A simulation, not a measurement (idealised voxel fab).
process module | voxel released beams
cross-section cut | 215 nm wide | cells 5 nm
A cross-section is a grid of square cells, given in bands from the top down. A band is one or more rows of cells.
Each band's line starts with the height of the band's top and of its bottom, in nm. Then come its materials from left to right, each with its width in nm. One material with "throughout" fills the band from edge to edge. "air" is empty space.
Height 0 is the level under which the wafer as received is all one material. The lowest band goes on downwards, as in "0 down".
A width such as "30 to 40" changes by the same amount from each row of cells to the next, from the band's top row to its bottom row.
"no change" after a step means that no cell of the cross-section changed.
closed voids: empty space of 8 cells or more with no open way to the top, each as width x height at its distance from the left edge, in nm
after a step's settings: what the simulator itself notes on the step
overlay nm, on a step with a mask: how far to the right of its planned place the mask lay; to the left if negative
plan
1 op RECEIVE | material Si
2 op CONFORMAL_DEP | material Al2O3 | thk nm 5
3 op DIRECTIONAL_DEP | material SiO2 | thk nm 15
4 op DIRECTIONAL_DEP | material aC | thk nm 15
5 op PATTERN | tone open | mask id ANCHOR | material resist | width nm 35 | thk nm 35 | overlay nm 0
6 op DIRECTIONAL_ETCH | etch materials aC | depth nm 15
7 op STRIP | etch materials resist
8 op DIRECTIONAL_ETCH | etch materials SiO2 | depth nm 15
9 op STRIP | etch materials aC
10 op CONFORMAL_DEP | material SiN | thk nm 15
11 op PATTERN | tone cover | mask id BEAM | material resist | width nm 95 | thk nm 15 | overlay nm 0
12 op DIRECTIONAL_ETCH | etch materials SiN | depth nm 15
13 op STRIP | etch materials resist
14 op STRIP | etch materials SiO2
as received, after step 1
  0 down: Si throughout
  closed voids: none
first wafer at the end, as planned
  35 to 20: air 55 | SiN 20 | air 5 | SiN 70 | air 65
  20 to 5: air 60 | SiN 35 | air 120
  5 to 0: Al2O3 throughout
  0 down: Si throughout
  closed voids: none
second wafer at the end: like start, like plan, one mistake
  50 to 35: air 55 | SiN 95 | air 65
  35 to 20: SiN throughout
  20 to 5: SiO2 60 | SiN 35 | SiO2 120
  5 to 0: Al2O3 throughout
  0 down: Si throughout
  closed voids: none
what went wrong: step 10 was run twice
at the end the second wafer has, in cells: 132 more of SiN | 108 more of SiO2
